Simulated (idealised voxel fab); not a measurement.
Process module in this document: voxel transistor to metal
Cross-sectional view cut (width: 150 nm; square cell size: 5 nm).
Reading order for cross-sections: top band down to bottom band. Underlying form: a grid of square cells. Band size: one or more rows of cells.
In this notation a band is specified by the heights of its top and bottom, in that order and in nm, after which its materials appear from left to right, each paired with its width in nm. The word "full width" attached to a single material means that material fills the band from edge to edge; the word "blank" stands for empty space.
The reference from which all heights are counted is 0, the level beneath which the as-received wafer is entirely one material; the lowest band, having no lower bound, proceeds downward and is written after the example "top 0, no bottom".
Note: "30 to 40" means the width goes from the first number (top row of the band) to the second number (bottom row) in equal steps per row of cells.
The cross-section has no changed cell in any step marked "no change occurred".
Enclosed voids (no open way to top), threshold 8 cells or more, entry "Sealed-off cavities", notation width x height at distance, distance from left edge, nm.
What comes after the settings on a step's line is commentary from the simulator itself on that step.
Steps that use a mask can have "overlay nm" on their line. It says how far the mask sat to the right of where it was meant to be. Negative means to the left.
Read each pair as before and after one process step. The after cross-section shows only down to the lowest band that changed. The step between them and its settings are given below the pair. Pairs can come from different runs of this module on the same starting wafer. A pair continues from the pair above only where its "State on entry" entry says so.

STATE ON ENTRY
* top 50, bottom 35: 20 of blank  20 of W  65 of blank  20 of W  25 of blank
* top 35, bottom 30: 20 of blank  20 of TiN  65 of blank  20 of TiN  25 of blank
* top 30, bottom 25: 20 of SiO2  5 of TiN  10 of W  5 of TiN  65 of SiO2  5 of TiN  10 of W  5 of TiN  25 of SiO2
* top 25, bottom 20: 20 of SiO2  20 of TiN  65 of SiO2  20 of TiN  25 of SiO2
* top 20, bottom 5: 50 of W  5 of TiN  5 of HfO2  5 of SiN  15 of SiO2  5 of SiN  5 of HfO2  5 of TiN  55 of W
* top 5, bottom 0: 15 of TiN  35 of W  5 of TiN  5 of HfO2  5 of SiN  15 of SiO2  5 of SiN  5 of HfO2  5 of TiN  35 of W  20 of TiN
* top 0, bottom -5: 10 of HfO2  45 of TiN  5 of HfO2  5 of SiN  15 of SiO2  5 of SiN  5 of HfO2  45 of TiN  15 of HfO2
* top -5, bottom -10: 5 of SiO2  60 of HfO2  15 of nSi  60 of HfO2  10 of SiO2
* top -10, bottom -35: 20 of SiO2  105 of Si  25 of SiO2
* top -35, no bottom: Si full width
* Sealed-off cavities: none

POST-STEP SNAPSHOT
* top 55, bottom 50: 15 of blank  30 of SiCN  55 of blank  30 of SiCN  20 of blank
* top 50, bottom 35: 15 of blank  5 of SiCN  20 of W  5 of SiCN  55 of blank  5 of SiCN  20 of W  5 of SiCN  20 of blank
* top 35, bottom 30: 20 of SiCN  20 of TiN  65 of SiCN  20 of TiN  25 of SiCN
* Everything under 30 stays put, no change at all.
* Sealed-off cavities: none
The two cross-sections above bracket this step: CONFORMAL_DEP: material SiCN, thk nm 5

State on entry: we pick up right where the pair above leaves off, with its after cross-section.

POST-STEP SNAPSHOT
* top 65, bottom 55: lowk full width
* top 55, bottom 50: 15 of lowk  30 of SiCN  55 of lowk  30 of SiCN  20 of lowk
* top 50, bottom 35: 15 of lowk  5 of SiCN  20 of W  5 of SiCN  55 of lowk  5 of SiCN  20 of W  5 of SiCN  20 of lowk
* Everything under 35 stays put, no change at all.
* Sealed-off cavities: none
The two cross-sections above bracket this step: FILL_DEP: material lowk, thk nm 10

State on entry: we pick up right where the pair above leaves off, with its after cross-section.

POST-STEP SNAPSHOT
* top 50, bottom 35: 15 of lowk  5 of SiCN  20 of W  5 of SiCN  55 of lowk  5 of SiCN  20 of W  5 of SiCN  20 of lowk
* Everything under 35 stays put, no change at all.
* Sealed-off cavities: none
The two cross-sections above bracket this step: CMP: height nm 50

State on entry: we pick up right where the pair above leaves off, with its after cross-section.

POST-STEP SNAPSHOT
* top 55, bottom 50: SiCN full width
* Everything under 50 stays put, no change at all.
* Sealed-off cavities: none
The two cross-sections above bracket this step: CONFORMAL_DEP: material SiCN, thk nm 5

State on entry: we pick up right where the pair above leaves off, with its after cross-section.

POST-STEP SNAPSHOT
* top 90, bottom 55: lowk full width
* Everything under 55 stays put, no change at all.
* Sealed-off cavities: none
The two cross-sections above bracket this step: DIRECTIONAL_DEP: material lowk, thk nm 35

State on entry: we pick up right where the pair above leaves off, with its after cross-section.

POST-STEP SNAPSHOT
* top 110, bottom 90: 20 of resist  20 of blank  65 of resist  20 of blank  25 of resist
* Everything under 90 stays put, no change at all.
* Sealed-off cavities: none
The two cross-sections above bracket this step: PATTERN: tone open, mask id METAL_2, material resist, width nm 20, pitch nm 85, thk nm 20, overlay nm 0

State on entry: we pick up right where the pair above leaves off, with its after cross-section.

POST-STEP SNAPSHOT
* top 110, bottom 90: 20 of resist  20 of blank  65 of resist  20 of blank  25 of resist
* top 90, bottom 70: 20 of lowk  20 of blank  65 of lowk  20 of blank  25 of lowk
* Everything under 70 stays put, no change at all.
* Sealed-off cavities: none
The two cross-sections above bracket this step: DIRECTIONAL_ETCH: etch materials lowk, depth nm 20

State on entry: we pick up right where the pair above leaves off, with its after cross-section.

POST-STEP SNAPSHOT
* top 90, bottom 70: 20 of lowk  20 of blank  65 of lowk  20 of blank  25 of lowk
* Everything under 70 stays put, no change at all.
* Sealed-off cavities: none
The two cross-sections above bracket this step: STRIP: etch materials resist

State on entry: we pick up right where the pair above leaves off, with its after cross-section.

POST-STEP SNAPSHOT
* top 105, bottom 90: 20 of aC  20 of blank  65 of aC  20 of blank  25 of aC
* top 90, bottom 85: 20 of lowk  20 of blank  65 of lowk  20 of blank  25 of lowk
* top 85, bottom 70: 20 of lowk  20 of aC  65 of lowk  20 of aC  25 of lowk
* Everything under 70 stays put, no change at all.
* Sealed-off cavities: none
The two cross-sections above bracket this step: DIRECTIONAL_DEP: material aC, thk nm 15

State on entry: we pick up right where the pair above leaves off, with its after cross-section.

POST-STEP SNAPSHOT
* top 140, bottom 105: 20 of resist  15 of blank  70 of resist  15 of blank  30 of resist
* top 105, bottom 90: 20 of aC  15 of blank  5 of resist  65 of aC  15 of blank  5 of resist  25 of aC
* top 90, bottom 85: 20 of lowk  15 of blank  5 of resist  65 of lowk  15 of blank  5 of resist  25 of lowk
* Everything under 85 stays put, no change at all.
* Sealed-off cavities: none
The two cross-sections above bracket this step: PATTERN: tone open, mask id METAL_2_HOLES, material resist, width nm 15, pitch nm 85, thk nm 35, overlay nm 0

State on entry: we pick up right where the pair above leaves off, with its after cross-section.

POST-STEP SNAPSHOT
* top 125, bottom 105: 20 of resist  15 of blank  70 of resist  15 of blank  30 of resist
* top 105, bottom 90: 20 of aC  15 of blank  5 of resist  65 of aC  15 of blank  5 of resist  25 of aC
* top 90, bottom 85: 20 of lowk  15 of blank  5 of resist  65 of lowk  15 of blank  5 of resist  25 of lowk
* top 85, bottom 70: 20 of lowk  15 of blank  5 of aC  65 of lowk  15 of blank  5 of aC  25 of lowk
* Everything under 70 stays put, no change at all.
* Sealed-off cavities: none
The two cross-sections above bracket this step: DIRECTIONAL_ETCH: etch materials aC, depth nm 15

State on entry: we pick up right where the pair above leaves off, with its after cross-section.

POST-STEP SNAPSHOT
* top 105, bottom 90: 20 of aC  20 of blank  65 of aC  20 of blank  25 of aC
* top 90, bottom 85: 20 of lowk  20 of blank  65 of lowk  20 of blank  25 of lowk
* Everything under 85 stays put, no change at all.
* Sealed-off cavities: none
The two cross-sections above bracket this step: STRIP: etch materials resist

State on entry: we pick up right where the pair above leaves off, with its after cross-section.

POST-STEP SNAPSHOT
* top 105, bottom 90: 20 of aC  20 of blank  65 of aC  20 of blank  25 of aC
* top 90, bottom 85: 20 of lowk  20 of blank  65 of lowk  20 of blank  25 of lowk
* top 85, bottom 70: 20 of lowk  15 of blank  5 of aC  65 of lowk  15 of blank  5 of aC  25 of lowk
* top 70, bottom 55: 20 of lowk  15 of blank  70 of lowk  15 of blank  30 of lowk
* Everything under 55 stays put, no change at all.
* Sealed-off cavities: none
The two cross-sections above bracket this step: DIRECTIONAL_ETCH: etch materials lowk, depth nm 15

State on entry: we pick up right where the pair above leaves off, with its after cross-section.

POST-STEP SNAPSHOT
* top 105, bottom 90: 20 of aC  20 of blank  65 of aC  20 of blank  25 of aC
* top 90, bottom 85: 20 of lowk  20 of blank  65 of lowk  20 of blank  25 of lowk
* top 85, bottom 70: 20 of lowk  15 of blank  5 of aC  65 of lowk  15 of blank  5 of aC  25 of lowk
* top 70, bottom 55: 20 of lowk  15 of blank  70 of lowk  15 of blank  30 of lowk
* top 55, bottom 50: 20 of SiCN  15 of blank  70 of SiCN  15 of blank  30 of SiCN
* Everything under 50 stays put, no change at all.
* Sealed-off cavities: none
The two cross-sections above bracket this step: DIRECTIONAL_ETCH: etch materials SiCN, depth nm 5

State on entry: we pick up right where the pair above leaves off, with its after cross-section.

POST-STEP SNAPSHOT
* top 90, bottom 70: 20 of lowk  20 of blank  65 of lowk  20 of blank  25 of lowk
* Everything under 70 stays put, no change at all.
* Sealed-off cavities: none
The two cross-sections above bracket this step: STRIP: etch materials aC

State on entry: we pick up right where the pair above leaves off, with its after cross-section.

POST-STEP SNAPSHOT
* top 95, bottom 90: 25 of TiN  10 of blank  75 of TiN  10 of blank  30 of TiN
* top 90, bottom 75: 20 of lowk  5 of TiN  10 of blank  5 of TiN  65 of lowk  5 of TiN  10 of blank  5 of TiN  25 of lowk
* top 75, bottom 70: 20 of lowk  5 of TiN  5 of blank  10 of TiN  65 of lowk  5 of TiN  5 of blank  10 of TiN  25 of lowk
* top 70, bottom 55: 20 of lowk  5 of TiN  5 of blank  5 of TiN  70 of lowk  5 of TiN  5 of blank  5 of TiN  30 of lowk
* top 55, bottom 50: 20 of SiCN  15 of TiN  70 of SiCN  15 of TiN  30 of SiCN
* Everything under 50 stays put, no change at all.
* Sealed-off cavities: none
The two cross-sections above bracket this step: CONFORMAL_DEP: material TiN, thk nm 5

State on entry: we pick up right where the pair above leaves off, with its after cross-section.

POST-STEP SNAPSHOT
* top 105, bottom 95: Cu full width
* top 95, bottom 90: 25 of TiN  10 of Cu  75 of TiN  10 of Cu  30 of TiN
* top 90, bottom 75: 20 of lowk  5 of TiN  10 of Cu  5 of TiN  65 of lowk  5 of TiN  10 of Cu  5 of TiN  25 of lowk
* top 75, bottom 70: 20 of lowk  5 of TiN  5 of Cu  10 of TiN  65 of lowk  5 of TiN  5 of Cu  10 of TiN  25 of lowk
* top 70, bottom 55: 20 of lowk  5 of TiN  5 of Cu  5 of TiN  70 of lowk  5 of TiN  5 of Cu  5 of TiN  30 of lowk
* Everything under 55 stays put, no change at all.
* Sealed-off cavities: none
The two cross-sections above bracket this step: FILL_DEP: material Cu, thk nm 10

State on entry: we pick up right where the pair above leaves off, with its after cross-section.

POST-STEP SNAPSHOT
* top 90, bottom 75: 20 of lowk  5 of TiN  10 of Cu  5 of TiN  65 of lowk  5 of TiN  10 of Cu  5 of TiN  25 of lowk
* Everything under 75 stays put, no change at all.
* Sealed-off cavities: none
The two cross-sections above bracket this step: CMP: height nm 90

State on entry: we pick up right where the pair above leaves off, with its after cross-section.

POST-STEP SNAPSHOT
* top 95, bottom 90: SiCN full width
* Everything under 90 stays put, no change at all.
* Sealed-off cavities: none
The two cross-sections above bracket this step: CONFORMAL_DEP: material SiCN, thk nm 5
